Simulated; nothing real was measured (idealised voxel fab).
This is a process module. Its name is voxel self aligned contacts.
Cross-sectional view cut (width: 265 nm; square cell size: 5 nm).
Format of a cross-section: grid, square cells. Given as bands. Order: top down. Band: one or more rows of cells.
In this notation a band is specified by the heights of its top and bottom, in that order and in nm, after which its materials appear from left to right, each paired with its width in nm. The word "everywhere" attached to a single material means that material fills the band from edge to edge; the word "blank" stands for empty space.
A quick word on heights: they are counted from 0, and under that level the wafer as it came to us is one material throughout. The lowest band is different from the rest in having no bottom; it simply continues downward, written as in "0 nm and below".
Note: "30->40" means the width goes from the first number (top row of the band) to the second number (bottom row) in equal steps per row of cells.
The designation "stayed the same", where it is given for a processing step, indicates that no cell of the cross-section was altered in the course of that step.
Any empty space of 8 cells or more lacking an open way to the top shows up in "Voids lacking openings" as width x height at distance, distance from the left edge, in nm.
Formally, on a step line, whatever follows the settings is a remark that the simulator itself makes on the step.
The setting "overlay nm" may be written on the line of a step. When the step uses a mask, the value reports how far to the right of the planned place the mask lay, and a negative value reports that it lay to the left.

### Intended process steps
1,RECEIVE, material Si
2,CONFORMAL_DEP, material SiO2, thk nm 5
3,DIRECTIONAL_DEP, material polySi, thk nm 15
4,DIRECTIONAL_DEP, material SiN, thk nm 15
5,PATTERN, tone cover, mask id GATE, material resist, width nm 35, pitch nm 70, thk nm 15, overlay nm 0
6,DIRECTIONAL_ETCH, etch materials SiN, depth nm 15
7,DIRECTIONAL_ETCH, etch materials polySi, depth nm 20
8,STRIP, etch materials resist
9,CONFORMAL_DEP, material SiN, thk nm 5
10,DIRECTIONAL_ETCH, etch materials SiN, depth nm 5
11,FILL_DEP, material SiO2, thk nm 10
12,CMP, height nm 45
13,PATTERN, tone open, mask id CONTACT, material resist, width nm 55, thk nm 20, overlay nm 0
14,DIRECTIONAL_ETCH, etch materials SiO2, depth nm 45
15,STRIP, etch materials resist
16,CONFORMAL_DEP, material TiN, thk nm 5
17,FILL_DEP, material W, thk nm 5
18,CMP, height nm 45
19,CONFORMAL_DEP, material SiCN, thk nm 5
Wafers differ in thk nm at step 3; plan lists the first wafer's value; identical starting state.

### Cross-section of the first of several wafers as received (after step 1)
> 0 nm and below = Si everywhere
> Voids lacking openings: none

### Last step of the module is step 19; after it, the first of several wafers in cross-section
> 50 nm to 45 nm = SiCN everywhere
> 45 nm to 35 nm = 105 nm SiO2 | 5->20 nm TiN | 45->15 nm W | 5->20 nm TiN | 105 nm SiO2
> 35 nm to 20 nm = 75 nm SiO2 | 45 nm SiN | 5 nm TiN | 15 nm W | 5 nm TiN | 45 nm SiN | 75 nm SiO2
> 20 nm to 5 nm = 75 nm SiO2 | 5 nm SiN | 35 nm polySi | 5 nm SiN | 5 nm TiN | 15 nm W | 5 nm TiN | 5 nm SiN | 35 nm polySi | 5 nm SiN | 75 nm SiO2
> 5 nm to 0 nm = 120 nm SiO2 | 25 nm TiN | 120 nm SiO2
> 0 nm and below = Si everywhere
> Voids lacking openings: none

### End of module, last wafer sectioned
> 50 nm to 45 nm = SiCN everywhere
> 45 nm to 40 nm = 75 nm SiO2 | 45 nm SiN | 5 nm TiN | 15 nm W | 5 nm TiN | 45 nm SiN | 75 nm SiO2
> 40 nm to 25 nm = 75 nm SiO2 | 5 nm SiN | 35 nm polySi | 5 nm SiN | 5 nm TiN | 15 nm W | 5 nm TiN | 5 nm SiN | 35 nm polySi | 5 nm SiN | 75 nm SiO2
> 25 nm to 20 nm = 75 nm SiO2 | 5 nm SiN | 35 nm polySi | 5 nm SiN | 25 nm TiN | 5 nm SiN | 35 nm polySi | 5 nm SiN | 75 nm SiO2
> 20 nm to 5 nm = polySi everywhere
> 5 nm to 0 nm = SiO2 everywhere
> 0 nm and below = Si everywhere
> Voids lacking openings: none

### For your reference, the table is organized with a row per wafer; each row reflects the wafer at the end of the module, indicating for each material the cells gained (+) or lost (-) since receipt, and thereafter its closed voids
thk nm 15; +53 SiCN; +66 SiN; +312 SiO2; +27 TiN; +30 W; +42 polySi; Voids lacking openings: none
thk nm 20; +53 SiCN; +70 SiN; +300 SiO2; +27 TiN; +24 W; +56 polySi; Voids lacking openings: none
thk nm 25; +53 SiCN; +70 SiN; +263 SiO2; +17 TiN; +18 W; +109 polySi; Voids lacking openings: none
thk nm 30; +53 SiCN; +52 SiN; +233 SiO2; +15 TiN; +15 W; +162 polySi; Voids lacking openings: none
thk nm 35; +53 SiCN; +34 SiN; +203 SiO2; +13 TiN; +12 W; +215 polySi; Voids lacking openings: none
